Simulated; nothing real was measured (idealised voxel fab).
voxel capacitor over wiring: a process module
This is section cut - it's 190 nm across, gridded in 5 nm square cells.
Reading order for cross-sections: top band down to bottom band. Underlying form: a grid of square cells. Band size: one or more rows of cells. Top, bottom (nm), then materials left to right with widths (nm); lone material tagged "full width" fills the whole band edge to edge; "empty" = empty space. Height is counted from the level 0, under which the received wafer is composed throughout of one material. The lowest of the bands is not closed at the bottom but continues downward, in the notation "0..down". Note: "30 to 40" means the width goes from the first number (top row of the band) to the second number (bottom row) in equal steps per row of cells. "same as before" means the step left every cell of the cross-section as it was. Closed empty spaces (no open way to the top) of 8 cells or more are what "Trapped void list" lists, each as width x height at distance from the left edge, nm for all three. If you see something after the settings on a step's line, that's the simulator's own remark about that step. overlay nm: for a step with a mask, the amount by which the mask lay right of where it was planned; a negative amount means left of it.

### Process steps (planned)
1) RECEIVE: material Si
2) CONFORMAL_DEP: material SiO2, thk nm 10
3) DIRECTIONAL_DEP: material TiN, thk nm 5
4) DIRECTIONAL_DEP: material W, thk nm 25
5) DIRECTIONAL_DEP: material aC, thk nm 10
6) PATTERN: tone cover, mask id METAL_1, material resist, width nm 20, pitch nm 75, thk nm 30, overlay nm 0
7) DIRECTIONAL_ETCH: etch materials aC, depth nm 10
8) STRIP: etch materials resist
9) DIRECTIONAL_ETCH: etch materials W, depth nm 25
10) DIRECTIONAL_ETCH: etch materials TiN, depth nm 5
11) STRIP: etch materials aC
12) FILL_DEP: material lowk, thk nm 10
13) CMP: height nm 40
14) CONFORMAL_DEP: material SiCN, thk nm 5
15) DIRECTIONAL_DEP: material lowk, thk nm 15
16) MASKED_ETCH: tone open, mask id PLUG_1, width nm 15, etch materials lowk, depth nm 15, overlay nm 0
17) MASKED_ETCH: tone open, mask id PLUG_1, width nm 15, etch materials SiCN, depth nm 5, overlay nm 0
18) CONFORMAL_DEP: material TiN, thk nm 5
19) FILL_DEP: material Cu, thk nm 5
20) CMP: height nm 60
21) DIRECTIONAL_DEP: material TiN, thk nm 10
22) DIRECTIONAL_DEP: material SiN, thk nm 5
23) DIRECTIONAL_DEP: material TiN, thk nm 10
24) PATTERN: tone cover, mask id UPPER_PLATE, material resist, width nm 60, thk nm 15, overlay nm 0
25) DIRECTIONAL_ETCH: etch materials TiN, depth nm 10
26) DIRECTIONAL_ETCH: etch materials SiN, depth nm 5
27) STRIP: etch materials resist
28) PATTERN: tone cover, mask id LOWER_PLATE, material resist, width nm 70, thk nm 15, overlay nm 0
29) DIRECTIONAL_ETCH: etch materials TiN, depth nm 10
30) STRIP: etch materials resist
31) FILL_DEP: material SiO2, thk nm 20
32) CMP: height nm 100
33) MASKED_ETCH: tone open, mask id PLUG_2, width nm 15, etch materials SiO2, depth nm 15, overlay nm 0
34) CONFORMAL_DEP: material TiN, thk nm 5
35) FILL_DEP: material Cu, thk nm 10
36) CMP: height nm 100
37) CONFORMAL_DEP: material SiCN, thk nm 5

### Wafer at receipt (post step 1), cross-section
* 0..down | Si full width
* Trapped void list: none

### First of two wafers: cross-section at end of module, run per plan
* 105..100 | SiCN full width
* 100..90 | SiO2 60 nm; TiN 5 nm; Cu 5 nm; TiN 5 nm; SiO2 115 nm
* 90..85 | SiO2 60 nm; TiN 15 nm; SiO2 115 nm
* 85..75 | SiO2 50 nm; TiN 60 nm; SiO2 80 nm
* 75..70 | SiO2 50 nm; SiN 60 nm; SiO2 80 nm
* 70..60 | SiO2 45 nm; TiN 70 nm; SiO2 75 nm
* 60..45 | lowk 50 nm; TiN 5 nm; Cu 5 nm; TiN 5 nm; lowk 125 nm
* 45..40 | SiCN 50 nm; TiN 15 nm; SiCN 125 nm
* 40..15 | lowk 45 nm; W 20 nm; lowk 55 nm; W 20 nm; lowk 50 nm
* 15..10 | lowk 45 nm; TiN 20 nm; lowk 55 nm; TiN 20 nm; lowk 50 nm
* 10..0 | SiO2 full width
* 0..down | Si full width
* Trapped void list: none

### Cross-sectional view of the second of two wafers upon completion of the module. This wafer shared its starting condition and process plan with the first; one error was made during its execution
* 105..100 | SiCN full width
* 100..90 | SiO2 60 nm; TiN 5 nm; Cu 5 nm; TiN 5 nm; SiO2 115 nm
* 90..85 | SiO2 60 nm; TiN 15 nm; SiO2 115 nm
* 85..75 | SiO2 50 nm; TiN 60 nm; SiO2 80 nm
* 75..70 | SiO2 50 nm; SiN 60 nm; SiO2 80 nm
* 70..60 | SiO2 40 nm; TiN 70 nm; SiO2 80 nm
* 60..45 | lowk 50 nm; TiN 5 nm; Cu 5 nm; TiN 5 nm; lowk 125 nm
* 45..40 | SiCN 50 nm; TiN 15 nm; SiCN 125 nm
* 40..15 | lowk 45 nm; W 20 nm; lowk 55 nm; W 20 nm; lowk 50 nm
* 15..10 | lowk 45 nm; TiN 20 nm; lowk 55 nm; TiN 20 nm; lowk 50 nm
* 10..0 | SiO2 full width
* 0..down | Si full width
* Trapped void list: none
Want to know what went wrong? for step 28, the planned setting was not used; the step was instead run as PATTERN: tone cover, mask id LOWER_PLATE, material resist, width nm 70, thk nm 15, overlay nm -5
Comparing end states, the material composition by cell count is preserved from the first wafer to the second, while the locations of the cells are not.
